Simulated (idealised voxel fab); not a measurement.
Presented below is a process module, voxel lift off.
Pictured: cross-section cut, 195 nm wide, on a grid of 5 nm square cells.
Think of the cross-section as a grid of square cells. We describe it in bands, top to bottom, and each band covers one or more rows of those cells. Band entry format. Leading values: height of top, height of bottom, nm. Remainder: materials in left-to-right order, each with its width in nm. Special words: "all across" on a single material, which then fills the band edge to edge; "blank", empty space. Height reference: 0 = level under which incoming wafer is all one material. Lowest band: no bottom, runs on downward, e.g. "0 -> down". A two-number width, for instance "30..40", indicates that the width is equal to the first number in the top row of the band and to the second number in the bottom row, and that it changes by a constant amount per row of cells. Step marked "no change occurred"? Then no cell in the cross-section changed in it. This entry, "Unvented voids", enumerates those empty regions of no fewer than 8 cells that possess no open connection to the top. Each region is reported in the form width x height at distance, the distance being taken from the left edge, with all three quantities expressed in nm. after a step's settings: what the simulator itself notes on the step. On any step carrying a mask, the "overlay nm" setting, if present on the step's line, tells how far right of its planned place the mask lay; negative values point to the left.
Planned process steps
1. RECEIVE: material Si
2. CONFORMAL_DEP: material SiO2, thk nm 10
3. PATTERN: tone open, mask id LINES, material resist, width nm 20, pitch nm 40, thk nm 25, overlay nm 0
4. DIRECTIONAL_DEP: material Ru, thk nm 15
5. STRIP: etch materials resist
6. CONFORMAL_DEP: material SiO2, thk nm 10
Cross-section of the wafer upon arrival, representing the state reached after step 1
* 0 -> down: Si all across
* Unvented voids: none
Cross-section at module end, one run error; start and plan unchanged from above
* 35 -> 25: blank 55 nm / SiO2 80 nm / blank 60 nm
* 25 -> 20: blank 55 nm / SiO2 10 nm / Ru 20 nm / SiO2 20 nm / Ru 20 nm / SiO2 10 nm / blank 60 nm
* 20 -> 10: SiO2 65 nm / Ru 20 nm / SiO2 20 nm / Ru 20 nm / SiO2 70 nm
* 10 -> 0: Ru all across
* 0 -> down: Si all across
* Unvented voids: none
The mistake made against the process plan was this: step 2: run off-plan, actual operation and settings CONFORMAL_DEP: material Ru, thk nm 10
